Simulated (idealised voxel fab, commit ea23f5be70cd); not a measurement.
process module | voxel gate over fins
cross-section cut | 255 nm wide | cells 5 nm
A cross-section is a grid of square cells, given in bands from the top down. A band is one or more rows of cells.
Each band's line starts with the height of the band's top and of its bottom, in nm. Then come its materials from left to right, each with its width in nm. One material with "throughout" fills the band from edge to edge. "air" is empty space.
Height 0 is the level under which the wafer as received is all one material. The lowest band goes on downwards, as in "0 down".
A width such as "30 to 40" changes by the same amount from each row of cells to the next, from the band's top row to its bottom row.
"no change" after a step means that no cell of the cross-section changed.
closed voids: empty space of 8 cells or more with no open way to the top, each as width x height at its distance from the left edge, in nm
after a step's settings: what the simulator itself notes on the step
overlay nm, on a step with a mask: how far to the right of its planned place the mask lay; to the left if negative
plan
1 op RECEIVE | material Si
2 op CONFORMAL_DEP | material SiN | thk nm 5
3 op DIRECTIONAL_DEP | material aC | thk nm 15
4 op PATTERN | tone cover | mask id FINS | material resist | width nm 15 | pitch nm 50 | thk nm 30 | overlay nm 0
5 op DIRECTIONAL_ETCH | etch materials aC | depth nm 15
6 op STRIP | etch materials resist
7 op DIRECTIONAL_ETCH | etch materials SiN | depth nm 5
8 op DIRECTIONAL_ETCH | etch materials Si | depth nm 40
9 op STRIP | etch materials aC
10 op OXIDIZE | depth nm 5
11 op FILL_DEP | material SiO2 | thk nm 15
12 op CMP | height nm 5
13 op PATTERN | tone open | mask id RAIL | material resist | width nm 15 | thk nm 15 | overlay nm 0
14 op DIRECTIONAL_ETCH | etch materials SiO2 | depth nm 40
15 op STRIP | etch materials resist
16 op CONFORMAL_DEP | material TiN | thk nm 5
17 op FILL_DEP | material Ru | thk nm 10
18 op CMP | height nm 5
19 op SELECTIVE_ETCH | etch materials W Ru TiN | depth nm 25
20 op FILL_DEP | material SiO2 | thk nm 5
21 op CMP | height nm 5
22 op SELECTIVE_ETCH | etch materials SiO2 | depth nm 15
23 op STRIP | etch materials SiN
24 op CONFORMAL_DEP | material HfO2 | thk nm 5
25 op CONFORMAL_DEP | material TiN | thk nm 5
26 op CONFORMAL_DEP | material TiAl | thk nm 5
27 op CONFORMAL_DEP | material TiN | thk nm 5
28 op FILL_DEP | material W | thk nm 10
29 op CMP | height nm 25
30 op CONFORMAL_DEP | material SiN | thk nm 5
as received, after step 1
  0 down: Si throughout
  closed voids: none
a wafer at the end: this start, this plan, one mistake
  30 to 25: SiO2 throughout
  25 to 20: W throughout
  20 to 15: W 55 | TiN 45 | W 5 | TiN 45 | W 5 | TiN 45 | W 55
  15 to 10: W 55 | TiN 5 | TiAl 35 | TiN 5 | W 5 | TiN 5 | TiAl 35 | TiN 5 | W 5 | TiN 5 | TiAl 35 | TiN 5 | W 55
  10 to 5: TiN 60 | TiAl 5 | TiN 25 | TiAl 5 | TiN 15 | TiAl 5 | TiN 25 | TiAl 5 | TiN 15 | TiAl 5 | TiN 25 | TiAl 5 | TiN 60
  5 to 0: TiAl 65 | TiN 5 | HfO2 15 | TiN 5 | TiAl 25 | TiN 5 | HfO2 15 | TiN 5 | TiAl 25 | TiN 5 | HfO2 15 | TiN 5 | TiAl 65
  0 to -5: TiN 70 | HfO2 5 | Si 5 | HfO2 5 | TiN 35 | HfO2 5 | Si 5 | HfO2 5 | TiN 35 | HfO2 5 | Si 5 | HfO2 5 | TiN 70
  -5 to -10: HfO2 75 | Si 5 | HfO2 45 | Si 5 | HfO2 45 | Si 5 | HfO2 75
  -10 to -20: SiO2 75 | Si 5 | SiO2 45 | Si 5 | SiO2 45 | Si 5 | SiO2 75
  -20 to -30: SiO2 75 | Si 5 | SiO2 15 | TiN 5 | Ru 5 | TiN 5 | SiO2 15 | Si 5 | SiO2 45 | Si 5 | SiO2 75
  -30 to -35: SiO2 75 | Si 5 | SiO2 15 | TiN 15 | SiO2 15 | Si 5 | SiO2 45 | Si 5 | SiO2 75
  -35 to -45: SiO2 75 | Si 5 | SiO2 45 | Si 5 | SiO2 45 | Si 5 | SiO2 75
  -45 down: Si throughout
  closed voids: none
what went wrong: step 30 ran as: op CONFORMAL_DEP | material SiO2 | thk nm 5
